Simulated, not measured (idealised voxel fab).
You're looking at the process module voxel self aligned contacts.
Each square cell in cross-section cut measures 5 nm, and the section as a whole is 290 nm wide.
Cross-section spec: square-cell grid; bands listed top down; each band is one or more rows.
Quick guide to a band line: top height, bottom height (nm) up front; then every material left to right with its width in nm. Only one material and it's marked "edge to edge"? Then it fills the band edge to edge. And "blank" just means empty space.
For the purposes of this specification, 0 denotes the height below which the wafer in its as-received condition is composed wholly of one material, and the lowermost band, lacking a lower limit, extends downward without end, as expressed in "0 nm and below".
A width such as "30..40" changes by the same amount from each row of cells to the next, from the band's top row to its bottom row.
"everything unchanged" (step): cross-section cells unchanged, all of them.
What "Enclosed void listing" gives you is every empty space of 8 cells or more that is cut off from the top. Each appears as width x height at distance, with the distance taken from the left edge and width, height and distance all in nm.
Read whatever lies past the settings on a step's line as the simulator's own remark about the step.
Each step line may optionally specify "overlay nm", which for a step with a mask gives the rightward distance between the mask's planned place and where it lay, a negative value indicating the leftward direction.
BELOW IS THE LIST OF PLANNED PROCESS STEPS
1,RECEIVE (material Si)
2,OXIDIZE (depth nm 5)
3,DIRECTIONAL_DEP (material polySi; thk nm 20)
4,DIRECTIONAL_DEP (material SiN; thk nm 20)
5,DIRECTIONAL_DEP (material aC; thk nm 15)
6,PATTERN (tone cover; mask id GATE; material resist; width nm 30; pitch nm 70; thk nm 30; overlay nm 0)
7,DIRECTIONAL_ETCH (etch materials aC; depth nm 15)
8,STRIP (etch materials resist)
9,DIRECTIONAL_ETCH (etch materials SiN; depth nm 20)
10,DIRECTIONAL_ETCH (etch materials polySi; depth nm 20)
11,STRIP (etch materials aC)
12,CONFORMAL_DEP (material SiN; thk nm 10)
13,DIRECTIONAL_ETCH (etch materials SiN; depth nm 10)
14,FILL_DEP (material SiO2; thk nm 20)
15,CMP (height nm 50)
16,DIRECTIONAL_DEP (material aC; thk nm 15)
17,PATTERN (tone open; mask id CONTACT; material resist; width nm 50; thk nm 30; overlay nm 0)
18,DIRECTIONAL_ETCH (etch materials aC; depth nm 15)
19,STRIP (etch materials resist)
20,DIRECTIONAL_ETCH (etch materials SiO2; depth nm 55)
21,STRIP (etch materials aC)
22,CONFORMAL_DEP (material TiN; thk nm 5)
23,FILL_DEP (material Ru; thk nm 10)
24,CMP (height nm 50)
25,CONFORMAL_DEP (material SiN; thk nm 5)
SHOWN IN CROSS-SECTION IS THE WAFER AS RECEIVED, THAT IS, AS IT STANDS AFTER STEP 1
0 nm and below: Si edge to edge
Enclosed void listing: none
RUN AS PLANNED - FIRST OF THE TWO WAFERS CROSS-SECTIONED AT THE END OF THE MODULE
55 nm to 50 nm: SiN edge to edge
50 nm to 40 nm: SiO2 120 nm; TiN 5..20 nm; Ru 40..10 nm; TiN 5..20 nm; SiO2 120 nm
40 nm to 20 nm: SiO2 85 nm; SiN 50 nm; TiN 5 nm; Ru 10 nm; TiN 5 nm; SiN 50 nm; SiO2 85 nm
20 nm to 0 nm: SiO2 85 nm; SiN 10 nm; polySi 30 nm; SiN 10 nm; TiN 5 nm; Ru 10 nm; TiN 5 nm; SiN 10 nm; polySi 30 nm; SiN 10 nm; SiO2 85 nm
0 nm to -5 nm: SiO2 135 nm; TiN 20 nm; SiO2 135 nm
-5 nm and below: Si edge to edge
Enclosed void listing: none
CROSS-SECTIONAL VIEW OF THE SECOND OF TWO WAFERS UPON COMPLETION OF THE MODULE. THIS WAFER SHARED ITS STARTING CONDITION AND PROCESS PLAN WITH THE FIRST; ONE ERROR WAS MADE DURING ITS EXECUTION
55 nm to 50 nm: SiN edge to edge
50 nm to 40 nm: SiO2 110 nm; TiN 5..30 nm; Ru 40..10 nm; TiN 5..10 nm; SiO2 130 nm
40 nm to 20 nm: SiO2 85 nm; SiN 50 nm; TiN 5 nm; Ru 10 nm; TiN 5 nm; SiN 50 nm; SiO2 85 nm
20 nm to 0 nm: SiO2 85 nm; SiN 10 nm; polySi 30 nm; SiN 10 nm; TiN 5 nm; Ru 10 nm; TiN 5 nm; SiN 10 nm; polySi 30 nm; SiN 10 nm; SiO2 85 nm
0 nm to -5 nm: SiO2 135 nm; TiN 20 nm; SiO2 135 nm
-5 nm and below: Si edge to edge
Enclosed void listing: none
What went wrong in running the wafer? it should be noted that step 17 was executed with settings other than those planned, the operation and settings actually applied being PATTERN (tone open; mask id CONTACT; material resist; width nm 50; thk nm 30; overlay nm -10)
At the end, each material covers as many cells on the second wafer as it does on the first, though the cells it covers are elsewhere.
